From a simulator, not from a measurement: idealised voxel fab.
Process module, titled voxel self aligned vias
Each square cell in cross-section cut measures 5 nm, and the section as a whole is 140 nm wide.
The cross-sections in this document take the form of a grid made of square cells. They are written out as bands, in order from top to bottom. Each band consists of one or more rows of cells. What a band's entry tells you: where the top is and where the bottom is, as heights in nm, and after that what lies inside, material by material from left to right, each with its width in nm. Empty space is written as the word "air", and a single material marked with the word "throughout" occupies the band from edge to edge. Height 0 is the level under which the wafer as received is all one material. The lowest band goes on downwards, as in "0 and below". Per-row width for "30->40": begins at first number (top row of band), ends at second number (bottom row), increment between rows held constant. No cell of the cross-section changed in a step that is given as "nothing different". So "Closed void catalog" is basically the list of trapped voids: any empty space of 8 cells or more that can't reach the top through an opening. They're written width x height at distance, the distance being from the left edge, and it's all nm. Formally, on a step line, whatever follows the settings is a remark that the simulator itself makes on the step. On any step carrying a mask, the "overlay nm" setting, if present on the step's line, tells how far right of its planned place the mask lay; negative values point to the left.

## The process steps that were planned are listed below
| 1 | RECEIVE [material Si] |
| 2 | CONFORMAL_DEP [material SiO2] [thk nm 10] |
| 3 | CONFORMAL_DEP [material SiCN] [thk nm 5] |
| 4 | DIRECTIONAL_DEP [material lowk] [thk nm 30] |
| 5 | PATTERN [tone open] [mask id LINES] [material resist] [width nm 30] [pitch nm 55] [thk nm 20] [overlay nm 0] |
| 6 | DIRECTIONAL_ETCH [etch materials lowk] [depth nm 30] |
| 7 | STRIP [etch materials resist] |
| 8 | CONFORMAL_DEP [material TiN] [thk nm 5] |
| 9 | FILL_DEP [material W] [thk nm 10] |
| 10 | CMP [height nm 45] |
| 11 | SELECTIVE_ETCH [etch materials W Ru TiN] [depth nm 5] |
| 12 | FILL_DEP [material SiN] [thk nm 5] |
| 13 | CMP [height nm 45] |
| 14 | DIRECTIONAL_DEP [material lowk] [thk nm 20] |
| 15 | DIRECTIONAL_DEP [material aC] [thk nm 15] |
| 16 | PATTERN [tone open] [mask id VIAS] [material resist] [width nm 40] [thk nm 30] [overlay nm 0] |
| 17 | DIRECTIONAL_ETCH [etch materials aC] [depth nm 15] |
| 18 | STRIP [etch materials resist] |
| 19 | DIRECTIONAL_ETCH [etch materials lowk] [depth nm 20] |
| 20 | DIRECTIONAL_ETCH [etch materials SiN] [depth nm 5] |
| 21 | STRIP [etch materials aC] |
| 22 | CONFORMAL_DEP [material TiN] [thk nm 5] |
| 23 | FILL_DEP [material W] [thk nm 5] |
| 24 | CMP [height nm 65] |
| 25 | CONFORMAL_DEP [material SiN] [thk nm 5] |

## Cross-section of the wafer as it came to us, i.e., already through step 1
> 0 and below  Si throughout
> Closed void catalog: none

## The first of the two wafers as seen in cross-section once the module was finished; processing followed the plan
> 70 down to 65  SiN throughout
> 65 down to 50  lowk 20, TiN 5, W 30, TiN 5, lowk 80
> 50 down to 45  lowk 20, TiN 10, W 20, TiN 10, lowk 80
> 45 down to 40  lowk 25, TiN 30, lowk 25, SiN 30, lowk 30
> 40 down to 20  lowk 25, TiN 5, W 20, TiN 5, lowk 25, TiN 5, W 20, TiN 5, lowk 30
> 20 down to 15  lowk 25, TiN 30, lowk 25, TiN 30, lowk 30
> 15 down to 10  SiCN throughout
> 10 down to 0  SiO2 throughout
> 0 and below  Si throughout
> Closed void catalog: none

## Here is the second of the two wafers cut open at the end of the module - same start, same plan as the first one, but we made one mistake running it
> 60 down to 55  SiN throughout
> 55 down to 45  lowk 20, TiN 5->10, W 30->20, TiN 5->10, lowk 80
> 45 down to 40  lowk 25, TiN 30, lowk 25, SiN 30, lowk 30
> 40 down to 20  lowk 25, TiN 5, W 20, TiN 5, lowk 25, TiN 5, W 20, TiN 5, lowk 30
> 20 down to 15  lowk 25, TiN 30, lowk 25, TiN 30, lowk 30
> 15 down to 10  SiCN throughout
> 10 down to 0  SiO2 throughout
> 0 and below  Si throughout
> Closed void catalog: none
Against the plan, the run slipped here: step 24 ran differently from the plan; actual operation with settings: CMP [height nm 55]
Once processing is complete, comparing cell counts shows that the second wafer has more or fewer of certain materials than the first: -4 TiN; -12 W; -40 lowk
